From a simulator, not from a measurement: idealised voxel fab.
Process module in this document: voxel spacer lines
Cross-sectional view cut (width: 280 nm; square cell size: 5 nm).
Square cells in a grid make up a cross-section in this document, and the grid is given as bands, listed from the top down, each one or more rows of cells. Quick guide to a band line: top height, bottom height (nm) up front; then every material left to right with its width in nm. Only one material and it's marked "everywhere"? Then it fills the band edge to edge. And "blank" just means empty space. Note: height 0 marks the level under which the wafer is uniformly one material as received. Lowest band unbounded below, written "0 down". Think of "30 to 40" as a width that walks from the first number to the second as you go down the band, top row to bottom row, taking equal-sized steps from row to row. Basically "nothing got changed" means that step didn't change any cell in the cross-section. "Voids lacking openings": empty spaces of 8 cells or more with no open way to the top, each given as width x height at distance, distance from the left edge, all in nm. If you see something after the settings on a step's line, that's the simulator's own remark about that step. The setting "overlay nm" may be written on the line of a step. When the step uses a mask, the value reports how far to the right of the planned place the mask lay, and a negative value reports that it lay to the left. In what follows, pairs of cross-sections are presented, each taken before and after one process step, with the after cross-section shown only down to the lowest band that was altered; the step, together with its settings, is stated below the pair. The pairs may stem from different runs of this module on the same starting wafer; accordingly, a pair should be taken as continuing from the one above it solely where its entry headed "Pre-process state" indicates as much.
Pre-process state
	0 down  Si everywhere
	Voids lacking openings: none
Post-Process View
	10 to 0  Al2O3 everywhere
	Under the height 0 nothing was changed.
	Voids lacking openings: none
What was done to get from the upper cross-section to the lower one? op CONFORMAL_DEP | material Al2O3 | thk nm 10
Pre-process state: It is represented by the cross-section appearing after the step of the pair directly above.
Post-Process View
	20 to 10  SiN everywhere
	Under the height 10 nothing was changed.
	Voids lacking openings: none
What was done to get from the upper cross-section to the lower one? op DIRECTIONAL_DEP | material SiN | thk nm 10
Pre-process state: It is represented by the cross-section appearing after the step of the pair directly above.
Post-Process View
	40 to 20  aC everywhere
	Under the height 20 nothing was changed.
	Voids lacking openings: none
What was done to get from the upper cross-section to the lower one? op DIRECTIONAL_DEP | material aC | thk nm 20
Pre-process state: It is represented by the cross-section appearing after the step of the pair directly above.
Post-Process View
	65 to 40  blank (105)  resist (15)  blank (35)  resist (15)  blank (110)
	Under the height 40 nothing was changed.
	Voids lacking openings: none
What was done to get from the upper cross-section to the lower one? op PATTERN | tone cover | mask id MANDREL | material resist | width nm 15 | pitch nm 50 | thk nm 25 | overlay nm 0
Pre-process state: It is represented by the cross-section appearing after the step of the pair directly above.
Post-Process View
	45 to 40  blank (105)  resist (15)  blank (35)  resist (15)  blank (110)
	40 to 20  blank (105)  aC (15)  blank (35)  aC (15)  blank (110)
	Under the height 20 nothing was changed.
	Voids lacking openings: none
What was done to get from the upper cross-section to the lower one? op DIRECTIONAL_ETCH | etch materials aC | depth nm 20
Pre-process state: It is represented by the cross-section appearing after the step of the pair directly above.
Post-Process View
	40 to 20  blank (105)  aC (15)  blank (35)  aC (15)  blank (110)
	Under the height 20 nothing was changed.
	Voids lacking openings: none
What was done to get from the upper cross-section to the lower one? op STRIP | etch materials resist
Pre-process state: It is represented by the cross-section appearing after the step of the pair directly above.
Post-Process View
	50 to 40  blank (95)  SiO2 (35)  blank (15)  SiO2 (35)  blank (100)
	40 to 30  blank (95)  SiO2 (10)  aC (15)  SiO2 (10)  blank (15)  SiO2 (10)  aC (15)  SiO2 (10)  blank (100)
	30 to 20  SiO2 (105)  aC (15)  SiO2 (35)  aC (15)  SiO2 (110)
	Under the height 20 nothing was changed.
	Voids lacking openings: none
What was done to get from the upper cross-section to the lower one? op CONFORMAL_DEP | material SiO2 | thk nm 10
Pre-process state: It is represented by the cross-section appearing after the step of the pair directly above.
Post-Process View
	40 to 20  blank (95)  SiO2 (10)  aC (15)  SiO2 (10)  blank (15)  SiO2 (10)  aC (15)  SiO2 (10)  blank (100)
	Under the height 20 nothing was changed.
	Voids lacking openings: none
What was done to get from the upper cross-section to the lower one? op DIRECTIONAL_ETCH | etch materials SiO2 | depth nm 10
Pre-process state: It is represented by the cross-section appearing after the step of the pair directly above.
Post-Process View
	40 to 20  blank (95)  SiO2 (10)  blank (15)  SiO2 (10)  blank (15)  SiO2 (10)  blank (15)  SiO2 (10)  blank (100)
	Under the height 20 nothing was changed.
	Voids lacking openings: none
What was done to get from the upper cross-section to the lower one? op STRIP | etch materials aC
Pre-process state: It is represented by the cross-section appearing after the step of the pair directly above.
Post-Process View
	40 to 20  blank (95)  SiO2 (10)  blank (15)  SiO2 (10)  blank (15)  SiO2 (10)  blank (15)  SiO2 (10)  blank (100)
	20 to 10  blank (95)  SiN (10)  blank (15)  SiN (10)  blank (15)  SiN (10)  blank (15)  SiN (10)  blank (100)
	Under the height 10 nothing was changed.
	Voids lacking openings: none
What was done to get from the upper cross-section to the lower one? op DIRECTIONAL_ETCH | etch materials SiN | depth nm 10
Pre-process state: It is represented by the cross-section appearing after the step of the pair directly above.
Post-Process View
	20 to 10  blank (95)  SiN (10)  blank (15)  SiN (10)  blank (15)  SiN (10)  blank (15)  SiN (10)  blank (100)
	Under the height 10 nothing was changed.
	Voids lacking openings: none
What was done to get from the upper cross-section to the lower one? op STRIP | etch materials SiO2
Pre-process state: It is represented by the cross-section appearing after the step of the pair directly above.
Post-Process View
	30 to 20  SiO2 everywhere
	20 to 10  SiO2 (95)  SiN (10)  SiO2 (15)  SiN (10)  SiO2 (15)  SiN (10)  SiO2 (15)  SiN (10)  SiO2 (100)
	Under the height 10 nothing was changed.
	Voids lacking openings: none
What was done to get from the upper cross-section to the lower one? op FILL_DEP | material SiO2 | thk nm 10
Pre-process state: It is represented by the cross-section appearing after the step of the pair directly above.
Post-Process View
	20 to 10  SiO2 (95)  SiN (10)  SiO2 (15)  SiN (10)  SiO2 (15)  SiN (10)  SiO2 (15)  SiN (10)  SiO2 (100)
	Under the height 10 nothing was changed.
	Voids lacking openings: none
What was done to get from the upper cross-section to the lower one? op CMP | height nm 20
Pre-process state
	0 down  Si everywhere
	Voids lacking openings: none
Post-Process View
	10 to 0  SiN everywhere
	Under the height 0 nothing was changed.
	Voids lacking openings: none
What was done to get from the upper cross-section to the lower one? op DIRECTIONAL_DEP | material SiN | thk nm 10
Pre-process state: It is represented by the cross-section appearing after the step of the pair directly above.
Post-Process View
	30 to 10  aC everywhere
	Under the height 10 nothing was changed.
	Voids lacking openings: none
What was done to get from the upper cross-section to the lower one? op DIRECTIONAL_DEP | material aC | thk nm 20
Pre-process state: It is represented by the cross-section appearing after the step of the pair directly above.
Post-Process View
	55 to 30  blank (105)  resist (15)  blank (35)  resist (15)  blank (110)
	Under the height 30 nothing was changed.
	Voids lacking openings: none
What was done to get from the upper cross-section to the lower one? op PATTERN | tone cover | mask id MANDREL | material resist | width nm 15 | pitch nm 50 | thk nm 25 | overlay nm 0
Pre-process state: It is represented by the cross-section appearing after the step of the pair directly above.
Post-Process View
	35 to 30  blank (105)  resist (15)  blank (35)  resist (15)  blank (110)
	30 to 10  blank (105)  aC (15)  blank (35)  aC (15)  blank (110)
	Under the height 10 nothing was changed.
	Voids lacking openings: none
What was done to get from the upper cross-section to the lower one? op DIRECTIONAL_ETCH | etch materials aC | depth nm 20
Pre-process state: It is represented by the cross-section appearing after the step of the pair directly above.
Post-Process View
	30 to 10  blank (105)  aC (15)  blank (35)  aC (15)  blank (110)
	Under the height 10 nothing was changed.
	Voids lacking openings: none
What was done to get from the upper cross-section to the lower one? op STRIP | etch materials resist
Pre-process state: It is represented by the cross-section appearing after the step of the pair directly above.
Post-Process View
	40 to 30  blank (95)  SiO2 (35)  blank (15)  SiO2 (35)  blank (100)
	30 to 20  blank (95)  SiO2 (10)  aC (15)  SiO2 (10)  blank (15)  SiO2 (10)  aC (15)  SiO2 (10)  blank (100)
	20 to 10  SiO2 (105)  aC (15)  SiO2 (35)  aC (15)  SiO2 (110)
	Under the height 10 nothing was changed.
	Voids lacking openings: none
What was done to get from the upper cross-section to the lower one? op CONFORMAL_DEP | material SiO2 | thk nm 10
Pre-process state: It is represented by the cross-section appearing after the step of the pair directly above.
Post-Process View
	30 to 10  blank (95)  SiO2 (10)  aC (15)  SiO2 (10)  blank (15)  SiO2 (10)  aC (15)  SiO2 (10)  blank (100)
	Under the height 10 nothing was changed.
	Voids lacking openings: none
What was done to get from the upper cross-section to the lower one? op DIRECTIONAL_ETCH | etch materials SiO2 | depth nm 10
Pre-process state: It is represented by the cross-section appearing after the step of the pair directly above.
Post-Process View
	30 to 10  blank (95)  SiO2 (10)  blank (15)  SiO2 (10)  blank (15)  SiO2 (10)  blank (15)  SiO2 (10)  blank (100)
	Under the height 10 nothing was changed.
	Voids lacking openings: none
What was done to get from the upper cross-section to the lower one? op STRIP | etch materials aC
Pre-process state: It is represented by the cross-section appearing after the step of the pair directly above.
Post-Process View
	30 to 10  blank (95)  SiO2 (10)  blank (15)  SiO2 (10)  blank (15)  SiO2 (10)  blank (15)  SiO2 (10)  blank (100)
	10 to 0  blank (95)  SiN (10)  blank (15)  SiN (10)  blank (15)  SiN (10)  blank (15)  SiN (10)  blank (100)
	Under the height 0 nothing was changed.
	Voids lacking openings: none
What was done to get from the upper cross-section to the lower one? op DIRECTIONAL_ETCH | etch materials SiN | depth nm 10
Pre-process state: It is represented by the cross-section appearing after the step of the pair directly above.
Post-Process View
	10 to 0  blank (95)  SiN (10)  blank (15)  SiN (10)  blank (15)  SiN (10)  blank (15)  SiN (10)  blank (100)
	Under the height 0 nothing was changed.
	Voids lacking openings: none
What was done to get from the upper cross-section to the lower one? op STRIP | etch materials SiO2
Pre-process state: It is represented by the cross-section appearing after the step of the pair directly above.
Post-Process View
	20 to 10  SiO2 everywhere
	10 to 0  SiO2 (95)  SiN (10)  SiO2 (15)  SiN (10)  SiO2 (15)  SiN (10)  SiO2 (15)  SiN (10)  SiO2 (100)
	Under the height 0 nothing was changed.
	Voids lacking openings: none
What was done to get from the upper cross-section to the lower one? op FILL_DEP | material SiO2 | thk nm 10
Pre-process state
	45 to 40  blank (105)  resist (15)  blank (35)  resist (15)  blank (110)
	40 to 20  blank (105)  aC (15)  blank (35)  aC (15)  blank (110)
	20 to 10  SiN everywhere
	10 to 0  Al2O3 everywhere
	0 down  Si everywhere
	Voids lacking openings: none
Post-Process View
	25 to 20  blank (105)  aC (15)  blank (35)  aC (15)  blank (110)
	Under the height 20 nothing was changed.
	Voids lacking openings: none
What was done to get from the upper cross-section to the lower one? op DIRECTIONAL_ETCH | etch materials aC | depth nm 20
Pre-process state: It is represented by the cross-section appearing after the step of the pair directly above.
Post-Process View
	35 to 30  blank (95)  SiO2 (35)  blank (15)  SiO2 (35)  blank (100)
	30 to 25  SiO2 everywhere
	25 to 20  SiO2 (105)  aC (15)  SiO2 (35)  aC (15)  SiO2 (110)
	Under the height 20 nothing was changed.
	Voids lacking openings: none
What was done to get from the upper cross-section to the lower one? op CONFORMAL_DEP | material SiO2 | thk nm 10
Pre-process state: It is represented by the cross-section appearing after the step of the pair directly above.
Post-Process View
	25 to 20  blank (95)  SiO2 (10)  aC (15)  SiO2 (10)  blank (15)  SiO2 (10)  aC (15)  SiO2 (10)  blank (100)
	Under the height 20 nothing was changed.
	Voids lacking openings: none
What was done to get from the upper cross-section to the lower one? op DIRECTIONAL_ETCH | etch materials SiO2 | depth nm 10
Pre-process state: It is represented by the cross-section appearing after the step of the pair directly above.
Post-Process View
	25 to 20  blank (95)  SiO2 (10)  blank (15)  SiO2 (10)  blank (15)  SiO2 (10)  blank (15)  SiO2 (10)  blank (100)
	Under the height 20 nothing was changed.
	Voids lacking openings: none
What was done to get from the upper cross-section to the lower one? op STRIP | etch materials aC
Pre-process state: It is represented by the cross-section appearing after the step of the pair directly above.
Post-Process View
	25 to 20  blank (95)  SiO2 (10)  blank (15)  SiO2 (10)  blank (15)  SiO2 (10)  blank (15)  SiO2 (10)  blank (100)
	20 to 10  blank (95)  SiN (10)  blank (15)  SiN (10)  blank (15)  SiN (10)  blank (15)  SiN (10)  blank (100)
	Under the height 10 nothing was changed.
	Voids lacking openings: none
What was done to get from the upper cross-section to the lower one? op DIRECTIONAL_ETCH | etch materials SiN | depth nm 10
Pre-process state: It is represented by the cross-section appearing after the step of the pair directly above.
Post-Process View
	20 to 10  blank (95)  SiN (10)  blank (15)  SiN (10)  blank (15)  SiN (10)  blank (15)  SiN (10)  blank (100)
	Under the height 10 nothing was changed.
	Voids lacking openings: none
What was done to get from the upper cross-section to the lower one? op STRIP | etch materials SiO2
Pre-process state
	10 to 0  Al2O3 everywhere
	0 down  Si everywhere
	Voids lacking openings: none
Post-Process View
	30 to 10  aC everywhere
	Under the height 10 nothing was changed.
	Voids lacking openings: none
What was done to get from the upper cross-section to the lower one? op DIRECTIONAL_DEP | material aC | thk nm 20
Pre-process state: It is represented by the cross-section appearing after the step of the pair directly above.
Post-Process View
	40 to 30  SiN everywhere
	Under the height 30 nothing was changed.
	Voids lacking openings: none
What was done to get from the upper cross-section to the lower one? op DIRECTIONAL_DEP | material SiN | thk nm 10
Pre-process state: It is represented by the cross-section appearing after the step of the pair directly above.
Post-Process View
	65 to 40  blank (105)  resist (15)  blank (35)  resist (15)  blank (110)
	Under the height 40 nothing was changed.
	Voids lacking openings: none
What was done to get from the upper cross-section to the lower one? op PATTERN | tone cover | mask id MANDREL | material resist | width nm 15 | pitch nm 50 | thk nm 25 | overlay nm 0
Pre-process state: It is represented by the cross-section appearing after the step of the pair directly above.
Post-Process View
	45 to 40  blank (105)  resist (15)  blank (35)  resist (15)  blank (110)
	Under the height 40 nothing was changed.
	Voids lacking openings: none
What was done to get from the upper cross-section to the lower one? op DIRECTIONAL_ETCH | etch materials aC | depth nm 20
Pre-process state: It is represented by the cross-section appearing after the step of the pair directly above.
Post-Process View
	40 to 30  SiN everywhere
	Under the height 30 nothing was changed.
	Voids lacking openings: none
What was done to get from the upper cross-section to the lower one? op STRIP | etch materials resist
Pre-process state: It is represented by the cross-section appearing after the step of the pair directly above.
Post-Process View
	50 to 40  SiO2 everywhere
	Under the height 40 nothing was changed.
	Voids lacking openings: none
What was done to get from the upper cross-section to the lower one? op CONFORMAL_DEP | material SiO2 | thk nm 10
Pre-process state: It is represented by the cross-section appearing after the step of the pair directly above.
Post-Process View
	40 to 30  SiN everywhere
	Under the height 30 nothing was changed.
	Voids lacking openings: none
What was done to get from the upper cross-section to the lower one? op DIRECTIONAL_ETCH | etch materials SiO2 | depth nm 10
Pre-process state: It is represented by the cross-section appearing after the step of the pair directly above.
Post-Process View
	30 to 10  aC everywhere
	Under the height 10 nothing was changed.
	Voids lacking openings: none
What was done to get from the upper cross-section to the lower one? op DIRECTIONAL_ETCH | etch materials SiN | depth nm 10
Pre-process state: It is represented by the cross-section appearing after the step of the pair directly above.
Post-Process View
	40 to 30  SiO2 everywhere
	Under the height 30 nothing was changed.
	Voids lacking openings: none
What was done to get from the upper cross-section to the lower one? op FILL_DEP | material SiO2 | thk nm 10
Pre-process state: It is represented by the cross-section appearing after the step of the pair directly above.
Post-Process View
	20 to 10  aC everywhere
	Under the height 10 nothing was changed.
	Voids lacking openings: none
What was done to get from the upper cross-section to the lower one? op CMP | height nm 20
Pre-process state
	10 to 0  Al2O3 everywhere
	0 down  Si everywhere
	Voids lacking openings: none
Post-Process View
	15 to 10  SiN everywhere
	Under the height 10 nothing was changed.
	Voids lacking openings: none
What was done to get from the upper cross-section to the lower one? op DIRECTIONAL_DEP | material SiN | thk nm 5
Pre-process state: It is represented by the cross-section appearing after the step of the pair directly above.
Post-Process View
	35 to 15  aC everywhere
	Under the height 15 nothing was changed.
	Voids lacking openings: none
What was done to get from the upper cross-section to the lower one? op DIRECTIONAL_DEP | material aC | thk nm 20
Pre-process state: It is represented by the cross-section appearing after the step of the pair directly above.
Post-Process View
	60 to 35  blank (105)  resist (15)  blank (35)  resist (15)  blank (110)
	Under the height 35 nothing was changed.
	Voids lacking openings: none
What was done to get from the upper cross-section to the lower one? op PATTERN | tone cover | mask id MANDREL | material resist | width nm 15 | pitch nm 50 | thk nm 25 | overlay nm 0
Pre-process state: It is represented by the cross-section appearing after the step of the pair directly above.
Post-Process View
	40 to 35  blank (105)  resist (15)  blank (35)  resist (15)  blank (110)
	35 to 15  blank (105)  aC (15)  blank (35)  aC (15)  blank (110)
	Under the height 15 nothing was changed.
	Voids lacking openings: none
What was done to get from the upper cross-section to the lower one? op DIRECTIONAL_ETCH | etch materials aC | depth nm 20
Pre-process state: It is represented by the cross-section appearing after the step of the pair directly above.
Post-Process View
	35 to 15  blank (105)  aC (15)  blank (35)  aC (15)  blank (110)
	Under the height 15 nothing was changed.
	Voids lacking openings: none
What was done to get from the upper cross-section to the lower one? op STRIP | etch materials resist
Pre-process state: It is represented by the cross-section appearing after the step of the pair directly above.
Post-Process View
	45 to 35  blank (95)  SiO2 (35)  blank (15)  SiO2 (35)  blank (100)
	35 to 25  blank (95)  SiO2 (10)  aC (15)  SiO2 (10)  blank (15)  SiO2 (10)  aC (15)  SiO2 (10)  blank (100)
	25 to 15  SiO2 (105)  aC (15)  SiO2 (35)  aC (15)  SiO2 (110)
	Under the height 15 nothing was changed.
	Voids lacking openings: none
What was done to get from the upper cross-section to the lower one? op CONFORMAL_DEP | material SiO2 | thk nm 10
Pre-process state: It is represented by the cross-section appearing after the step of the pair directly above.
Post-Process View
	35 to 15  blank (95)  SiO2 (10)  aC (15)  SiO2 (10)  blank (15)  SiO2 (10)  aC (15)  SiO2 (10)  blank (100)
	Under the height 15 nothing was changed.
	Voids lacking openings: none
What was done to get from the upper cross-section to the lower one? op DIRECTIONAL_ETCH | etch materials SiO2 | depth nm 10
Pre-process state: It is represented by the cross-section appearing after the step of the pair directly above.
Post-Process View
	35 to 15  blank (95)  SiO2 (10)  blank (15)  SiO2 (10)  blank (15)  SiO2 (10)  blank (15)  SiO2 (10)  blank (100)
	Under the height 15 nothing was changed.
	Voids lacking openings: none
What was done to get from the upper cross-section to the lower one? op STRIP | etch materials aC
Pre-process state: It is represented by the cross-section appearing after the step of the pair directly above.
Post-Process View
	35 to 15  blank (95)  SiO2 (10)  blank (15)  SiO2 (10)  blank (15)  SiO2 (10)  blank (15)  SiO2 (10)  blank (100)
	15 to 10  blank (95)  SiN (10)  blank (15)  SiN (10)  blank (15)  SiN (10)  blank (15)  SiN (10)  blank (100)
	Under the height 10 nothing was changed.
	Voids lacking openings: none
What was done to get from the upper cross-section to the lower one? op DIRECTIONAL_ETCH | etch materials SiN | depth nm 10
Pre-process state: It is represented by the cross-section appearing after the step of the pair directly above.
Post-Process View
	15 to 10  blank (95)  SiN (10)  blank (15)  SiN (10)  blank (15)  SiN (10)  blank (15)  SiN (10)  blank (100)
	Under the height 10 nothing was changed.
	Voids lacking openings: none
What was done to get from the upper cross-section to the lower one? op STRIP | etch materials SiO2
Pre-process state: It is represented by the cross-section appearing after the step of the pair directly above.
Post-Process View
	25 to 15  SiO2 everywhere
	15 to 10  SiO2 (95)  SiN (10)  SiO2 (15)  SiN (10)  SiO2 (15)  SiN (10)  SiO2 (15)  SiN (10)  SiO2 (100)
	Under the height 10 nothing was changed.
	Voids lacking openings: none
What was done to get from the upper cross-section to the lower one? op FILL_DEP | material SiO2 | thk nm 10
Pre-process state: It is represented by the cross-section appearing after the step of the pair directly above.
Post-Process View
	20 to 15  SiO2 everywhere
	Under the height 15 nothing was changed.
	Voids lacking openings: none
What was done to get from the upper cross-section to the lower one? op CMP | height nm 20
Pre-process state
	40 to 20  aC everywhere
	20 to 10  SiN everywhere
	10 to 0  Al2O3 everywhere
	0 down  Si everywhere
	Voids lacking openings: none
Post-Process View
	65 to 40  blank (100)  resist (25)  blank (25)  resist (25)  blank (105)
	Under the height 40 nothing was changed.
	Voids lacking openings: none
What was done to get from the upper cross-section to the lower one? op PATTERN | tone cover | mask id MANDREL | material resist | width nm 25 | pitch nm 50 | thk nm 25 | overlay nm 0
Pre-process state: It is represented by the cross-section appearing after the step of the pair directly above.
Post-Process View
	45 to 40  blank (100)  resist (25)  blank (25)  resist (25)  blank (105)
	40 to 20  blank (100)  aC (25)  blank (25)  aC (25)  blank (105)
	Under the height 20 nothing was changed.
	Voids lacking openings: none
What was done to get from the upper cross-section to the lower one? op DIRECTIONAL_ETCH | etch materials aC | depth nm 20
Pre-process state: It is represented by the cross-section appearing after the step of the pair directly above.
Post-Process View
	40 to 20  blank (100)  aC (25)  blank (25)  aC (25)  blank (105)
	Under the height 20 nothing was changed.
	Voids lacking openings: none
What was done to get from the upper cross-section to the lower one? op STRIP | etch materials resist
Pre-process state: It is represented by the cross-section appearing after the step of the pair directly above.
Post-Process View
	50 to 40  blank (90)  SiO2 (45)  blank (5)  SiO2 (45)  blank (95)
	40 to 30  blank (90)  SiO2 (10)  aC (25)  SiO2 (10)  blank (5)  SiO2 (10)  aC (25)  SiO2 (10)  blank (95)
	30 to 20  SiO2 (100)  aC (25)  SiO2 (25)  aC (25)  SiO2 (105)
	Under the height 20 nothing was changed.
	Voids lacking openings: none
What was done to get from the upper cross-section to the lower one? op CONFORMAL_DEP | material SiO2 | thk nm 10
Pre-process state: It is represented by the cross-section appearing after the step of the pair directly above.
Post-Process View
	40 to 20  blank (90)  SiO2 (10)  aC (25)  SiO2 (10)  blank (5)  SiO2 (10)  aC (25)  SiO2 (10)  blank (95)
	Under the height 20 nothing was changed.
	Voids lacking openings: none
What was done to get from the upper cross-section to the lower one? op DIRECTIONAL_ETCH | etch materials SiO2 | depth nm 10
Pre-process state: It is represented by the cross-section appearing after the step of the pair directly above.
Post-Process View
	40 to 20  blank (90)  SiO2 (10)  blank (25)  SiO2 (10)  blank (5)  SiO2 (10)  blank (25)  SiO2 (10)  blank (95)
	Under the height 20 nothing was changed.
	Voids lacking openings: none
What was done to get from the upper cross-section to the lower one? op STRIP | etch materials aC
Pre-process state: It is represented by the cross-section appearing after the step of the pair directly above.
Post-Process View
	40 to 20  blank (90)  SiO2 (10)  blank (25)  SiO2 (10)  blank (5)  SiO2 (10)  blank (25)  SiO2 (10)  blank (95)
	20 to 10  blank (90)  SiN (10)  blank (25)  SiN (10)  blank (5)  SiN (10)  blank (25)  SiN (10)  blank (95)
	Under the height 10 nothing was changed.
	Voids lacking openings: none
What was done to get from the upper cross-section to the lower one? op DIRECTIONAL_ETCH | etch materials SiN | depth nm 10
Pre-process state: It is represented by the cross-section appearing after the step of the pair directly above.
Post-Process View
	20 to 10  blank (90)  SiN (10)  blank (25)  SiN (10)  blank (5)  SiN (10)  blank (25)  SiN (10)  blank (95)
	Under the height 10 nothing was changed.
	Voids lacking openings: none
What was done to get from the upper cross-section to the lower one? op STRIP | etch materials SiO2
Pre-process state: It is represented by the cross-section appearing after the step of the pair directly above.
Post-Process View
	30 to 20  SiO2 everywhere
	20 to 10  SiO2 (90)  SiN (10)  SiO2 (25)  SiN (10)  SiO2 (5)  SiN (10)  SiO2 (25)  SiN (10)  SiO2 (95)
	Under the height 10 nothing was changed.
	Voids lacking openings: none
What was done to get from the upper cross-section to the lower one? op FILL_DEP | material SiO2 | thk nm 10
Pre-process state: It is represented by the cross-section appearing after the step of the pair directly above.
Post-Process View
	20 to 10  SiO2 (90)  SiN (10)  SiO2 (25)  SiN (10)  SiO2 (5)  SiN (10)  SiO2 (25)  SiN (10)  SiO2 (95)
	Under the height 10 nothing was changed.
	Voids lacking openings: none
What was done to get from the upper cross-section to the lower one? op CMP | height nm 20
Pre-process state
	40 to 20  aC everywhere
	20 to 10  SiN everywhere
	10 to 0  Al2O3 everywhere
	0 down  Si everywhere
	Voids lacking openings: none
Post-Process View
	65 to 40  blank (95)  resist (15)  blank (35)  resist (15)  blank (120)
	Under the height 40 nothing was changed.
	Voids lacking openings: none
What was done to get from the upper cross-section to the lower one? op PATTERN | tone cover | mask id MANDREL | material resist | width nm 15 | pitch nm 50 | thk nm 25 | overlay nm -10
Pre-process state: It is represented by the cross-section appearing after the step of the pair directly above.
Post-Process View
	45 to 40  blank (95)  resist (15)  blank (35)  resist (15)  blank (120)
	40 to 20  blank (95)  aC (15)  blank (35)  aC (15)  blank (120)
	Under the height 20 nothing was changed.
	Voids lacking openings: none
What was done to get from the upper cross-section to the lower one? op DIRECTIONAL_ETCH | etch materials aC | depth nm 20
Pre-process state: It is represented by the cross-section appearing after the step of the pair directly above.
Post-Process View
	40 to 20  blank (95)  aC (15)  blank (35)  aC (15)  blank (120)
	Under the height 20 nothing was changed.
	Voids lacking openings: none
What was done to get from the upper cross-section to the lower one? op STRIP | etch materials resist
Pre-process state: It is represented by the cross-section appearing after the step of the pair directly above.
Post-Process View
	50 to 40  blank (85)  SiO2 (35)  blank (15)  SiO2 (35)  blank (110)
	40 to 30  blank (85)  SiO2 (10)  aC (15)  SiO2 (10)  blank (15)  SiO2 (10)  aC (15)  SiO2 (10)  blank (110)
	30 to 20  SiO2 (95)  aC (15)  SiO2 (35)  aC (15)  SiO2 (120)
	Under the height 20 nothing was changed.
	Voids lacking openings: none
What was done to get from the upper cross-section to the lower one? op CONFORMAL_DEP | material SiO2 | thk nm 10
Pre-process state: It is represented by the cross-section appearing after the step of the pair directly above.
Post-Process View
	40 to 20  blank (85)  SiO2 (10)  aC (15)  SiO2 (10)  blank (15)  SiO2 (10)  aC (15)  SiO2 (10)  blank (110)
	Under the height 20 nothing was changed.
	Voids lacking openings: none
What was done to get from the upper cross-section to the lower one? op DIRECTIONAL_ETCH | etch materials SiO2 | depth nm 10
Pre-process state: It is represented by the cross-section appearing after the step of the pair directly above.
Post-Process View
	40 to 20  blank (85)  SiO2 (10)  blank (15)  SiO2 (10)  blank (15)  SiO2 (10)  blank (15)  SiO2 (10)  blank (110)
	Under the height 20 nothing was changed.
	Voids lacking openings: none
What was done to get from the upper cross-section to the lower one? op STRIP | etch materials aC
Pre-process state: It is represented by the cross-section appearing after the step of the pair directly above.
Post-Process View
	40 to 20  blank (85)  SiO2 (10)  blank (15)  SiO2 (10)  blank (15)  SiO2 (10)  blank (15)  SiO2 (10)  blank (110)
	20 to 10  blank (85)  SiN (10)  blank (15)  SiN (10)  blank (15)  SiN (10)  blank (15)  SiN (10)  blank (110)
	Under the height 10 nothing was changed.
	Voids lacking openings: none
What was done to get from the upper cross-section to the lower one? op DIRECTIONAL_ETCH | etch materials SiN | depth nm 10
Pre-process state: It is represented by the cross-section appearing after the step of the pair directly above.
Post-Process View
	20 to 10  blank (85)  SiN (10)  blank (15)  SiN (10)  blank (15)  SiN (10)  blank (15)  SiN (10)  blank (110)
	Under the height 10 nothing was changed.
	Voids lacking openings: none
What was done to get from the upper cross-section to the lower one? op STRIP | etch materials SiO2
Pre-process state: It is represented by the cross-section appearing after the step of the pair directly above.
Post-Process View
	30 to 20  SiO2 everywhere
	20 to 10  SiO2 (85)  SiN (10)  SiO2 (15)  SiN (10)  SiO2 (15)  SiN (10)  SiO2 (15)  SiN (10)  SiO2 (110)
	Under the height 10 nothing was changed.
	Voids lacking openings: none
What was done to get from the upper cross-section to the lower one? op FILL_DEP | material SiO2 | thk nm 10
Pre-process state: It is represented by the cross-section appearing after the step of the pair directly above.
Post-Process View
	20 to 10  SiO2 (85)  SiN (10)  SiO2 (15)  SiN (10)  SiO2 (15)  SiN (10)  SiO2 (15)  SiN (10)  SiO2 (110)
	Under the height 10 nothing was changed.
	Voids lacking openings: none
What was done to get from the upper cross-section to the lower one? op CMP | height nm 20
Pre-process state
	20 to 10  blank (95)  SiN (10)  blank (15)  SiN (10)  blank (15)  SiN (10)  blank (15)  SiN (10)  blank (100)
	10 to 0  Al2O3 everywhere
	0 down  Si everywhere
	Voids lacking openings: none
Post-Process View
	30 to 20  aC everywhere
	20 to 10  aC (95)  SiN (10)  aC (15)  SiN (10)  aC (15)  SiN (10)  aC (15)  SiN (10)  aC (100)
	Under the height 10 nothing was changed.
	Voids lacking openings: none
What was done to get from the upper cross-section to the lower one? op FILL_DEP | material aC | thk nm 10
Pre-process state: It is represented by the cross-section appearing after the step of the pair directly above.
Post-Process View
	20 to 10  aC (95)  SiN (10)  aC (15)  SiN (10)  aC (15)  SiN (10)  aC (15)  SiN (10)  aC (100)
	Under the height 10 nothing was changed.
	Voids lacking openings: none
What was done to get from the upper cross-section to the lower one? op CMP | height nm 20
